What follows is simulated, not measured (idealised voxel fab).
Proc. module: voxel self aligned contacts
Section shown: cut. Width: 245 nm. Cell size: 5 nm, square.
Heads up, the way a cross-section reads in here is a grid of square cells, handed over as bands from the top down, with every band being one or more rows of cells.
Top, bottom (nm), then materials left to right with widths (nm); lone material tagged "everywhere" fills the whole band edge to edge; "blank" = empty space.
Measure heights from 0. That's the level where, below it, the as-received wafer is all one material. The lowest band is bottomless and extends downward; write it as in "0 down".
Per-row width for "30..40": begins at first number (top row of band), ends at second number (bottom row), increment between rows held constant.
"no change" after a step means that no cell of the cross-section changed.
The label "Sealed voids" introduces a list of the empty spaces, 8 cells or larger, that have no open way up to the top; each entry in it reads width x height at distance, where the distance is taken from the left edge and all three are stated in nm.
Text after the settings on a step's line: the simulator's own remark on that step.
The "overlay nm" setting may appear on a step's line; for a step that uses a mask, it gives how far to the right of its planned position the mask lay, and a negative value indicates the left.

Listed below are the process steps as planned:
step 1: RECEIVE: material Si
step 2: OXIDIZE: depth nm 5
step 3: DIRECTIONAL_DEP: material polySi, thk nm 20
step 4: DIRECTIONAL_DEP: material SiN, thk nm 20
step 5: PATTERN: tone cover, mask id GATE, material resist, width nm 35, pitch nm 60, thk nm 20, overlay nm 0
step 6: DIRECTIONAL_ETCH: etch materials SiN, depth nm 20
step 7: DIRECTIONAL_ETCH: etch materials polySi, depth nm 20
step 8: STRIP: etch materials resist
step 9: CONFORMAL_DEP: material SiN, thk nm 5
step 10: DIRECTIONAL_ETCH: etch materials SiN, depth nm 5
step 11: FILL_DEP: material SiO2, thk nm 10
step 12: CMP: height nm 45
step 13: MASKED_ETCH: tone open, mask id CONTACT, width nm 45, etch materials SiO2, depth nm 50, overlay nm 0
step 14: CONFORMAL_DEP: material TiN, thk nm 5
step 15: FILL_DEP: material W, thk nm 10
step 16: CMP: height nm 45
step 17: CONFORMAL_DEP: material SiN, thk nm 5

Cross-section of the wafer at receipt, which is the condition after step 1:
* 0 down = Si everywhere
* Sealed voids: none

Cross-sectional view of the first of the two wafers upon completion of the module, processed in accordance with the plan:
* 50 to 45 = SiN everywhere
* 45 to 40 = 100 nm SiO2 | 20 nm TiN | 5 nm W | 20 nm TiN | 100 nm SiO2
* 40 to 20 = 70 nm SiO2 | 45 nm SiN | 5 nm TiN | 5 nm W | 5 nm TiN | 45 nm SiN | 70 nm SiO2
* 20 to 0 = 70 nm SiO2 | 5 nm SiN | 35 nm polySi | 5 nm SiN | 5 nm TiN | 5 nm W | 5 nm TiN | 5 nm SiN | 35 nm polySi | 5 nm SiN | 70 nm SiO2
* 0 to -5 = 115 nm SiO2 | 15 nm TiN | 115 nm SiO2
* -5 down = Si everywhere
* Sealed voids: none

Module end: cross-section of wafer two of two. Same start and process plan as the first wafer. One mistake during execution:
* 50 to 45 = SiN everywhere
* 45 to 40 = 100 nm SiO2 | 30 nm TiN | 5 nm W | 10 nm TiN | 100 nm SiO2
* 40 to 20 = 80 nm SiO2 | 45 nm SiN | 5 nm TiN | 5 nm W | 5 nm TiN | 45 nm SiN | 60 nm SiO2
* 20 to 0 = 80 nm SiO2 | 5 nm SiN | 35 nm polySi | 5 nm SiN | 5 nm TiN | 5 nm W | 5 nm TiN | 5 nm SiN | 35 nm polySi | 5 nm SiN | 60 nm SiO2
* 0 to -5 = 125 nm SiO2 | 15 nm TiN | 105 nm SiO2
* -5 down = Si everywhere
* Sealed voids: none
Want to know what went wrong? step 5 ran with different settings than intended, the actual operation and settings being PATTERN: tone cover, mask id GATE, material resist, width nm 35, pitch nm 60, thk nm 20, overlay nm 10
At the close, every material occupies the same number of cells on the second wafer as on the first, only in different positions.
